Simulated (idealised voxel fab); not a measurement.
process module | voxel self aligned vias
cross-section cut | 235 nm wide | cells 5 nm
A cross-section is a grid of square cells, given in bands from the top down. A band is one or more rows of cells.
Each band's line starts with the height of the band's top and of its bottom, in nm. Then come its materials from left to right, each with its width in nm. One material with "throughout" fills the band from edge to edge. "air" is empty space.
Height 0 is the level under which the wafer as received is all one material. The lowest band goes on downwards, as in "0 down".
A width such as "30 to 40" changes by the same amount from each row of cells to the next, from the band's top row to its bottom row.
"no change" after a step means that no cell of the cross-section changed.
closed voids: empty space of 8 cells or more with no open way to the top, each as width x height at its distance from the left edge, in nm
after a step's settings: what the simulator itself notes on the step
overlay nm, on a step with a mask: how far to the right of its planned place the mask lay; to the left if negative
plan
1 op RECEIVE | material Si
2 op CONFORMAL_DEP | material SiO2 | thk nm 10
3 op CONFORMAL_DEP | material SiCN | thk nm 5
4 op DIRECTIONAL_DEP | material SiO2 | thk nm 30
5 op MASKED_ETCH | tone open | mask id LINES | width nm 25 | pitch nm 70 | etch materials SiO2 | depth nm 30 | overlay nm 0
6 op CONFORMAL_DEP | material TiN | thk nm 5
7 op FILL_DEP | material Ru | thk nm 5
8 op CMP | height nm 45
9 op SELECTIVE_ETCH | etch materials W Ru TiN | depth nm 10
10 op FILL_DEP | material SiN | thk nm 10
11 op CMP | height nm 45
12 op DIRECTIONAL_DEP | material SiO2 | thk nm 15
13 op DIRECTIONAL_DEP | material aC | thk nm 10
14 op PATTERN | tone open | mask id VIAS | material resist | width nm 45 | pitch nm 70 | thk nm 30 | overlay nm 0
15 op DIRECTIONAL_ETCH | etch materials aC | depth nm 10
16 op STRIP | etch materials resist
17 op DIRECTIONAL_ETCH | etch materials SiO2 | depth nm 15
18 op DIRECTIONAL_ETCH | etch materials SiN | depth nm 10
19 op STRIP | etch materials aC
20 op CONFORMAL_DEP | material TiN | thk nm 5
21 op FILL_DEP | material W | thk nm 10
22 op CMP | height nm 60
23 op CONFORMAL_DEP | material SiN | thk nm 5
as received, after step 1
  0 down: Si throughout
  closed voids: none
first wafer at the end, as planned
  65 to 60: SiN throughout
  60 to 50: SiO2 60 | TiN 5 | W 35 | TiN 5 | SiO2 25 | TiN 5 | W 35 | TiN 5 | SiO2 60
  50 to 40: SiO2 60 to 70 | TiN 15 to 5 | W 15 | TiN 15 to 5 | SiO2 25 to 45 | TiN 15 to 5 | W 15 | TiN 15 to 5 | SiO2 60 to 70
  40 to 35: SiO2 70 | TiN 25 | SiO2 45 | TiN 25 | SiO2 70
  35 to 20: SiO2 70 | TiN 5 | Ru 15 | TiN 5 | SiO2 45 | TiN 5 | Ru 15 | TiN 5 | SiO2 70
  20 to 15: SiO2 70 | TiN 25 | SiO2 45 | TiN 25 | SiO2 70
  15 to 10: SiCN throughout
  10 to 0: SiO2 throughout
  0 down: Si throughout
  closed voids: none
second wafer at the end: like start, like plan, one mistake
  65 to 60: SiN throughout
  60 to 45: SiO2 60 | TiN 5 | W 35 | TiN 5 | SiO2 25 | TiN 5 | W 35 | TiN 5 | SiO2 60
  45 to 40: SiN 60 | TiN 15 | W 15 | TiN 15 | SiN 25 | TiN 15 | W 15 | TiN 15 | SiN 60
  40 to 35: SiO2 70 | TiN 25 | SiO2 45 | TiN 25 | SiO2 70
  35 to 15: SiO2 70 | TiN 5 | Ru 15 | TiN 5 | SiO2 45 | TiN 5 | Ru 15 | TiN 5 | SiO2 70
  15 to 10: SiO2 70 | TiN 25 | SiO2 45 | TiN 25 | SiO2 70
  10 to 0: SiO2 throughout
  0 down: Si throughout
  closed voids: none
what went wrong: step 3 was left out
at the end the second wafer has, in cells: 6 more of Ru | 47 fewer of SiCN | 29 more of SiN | 4 more of TiN | 8 more of W
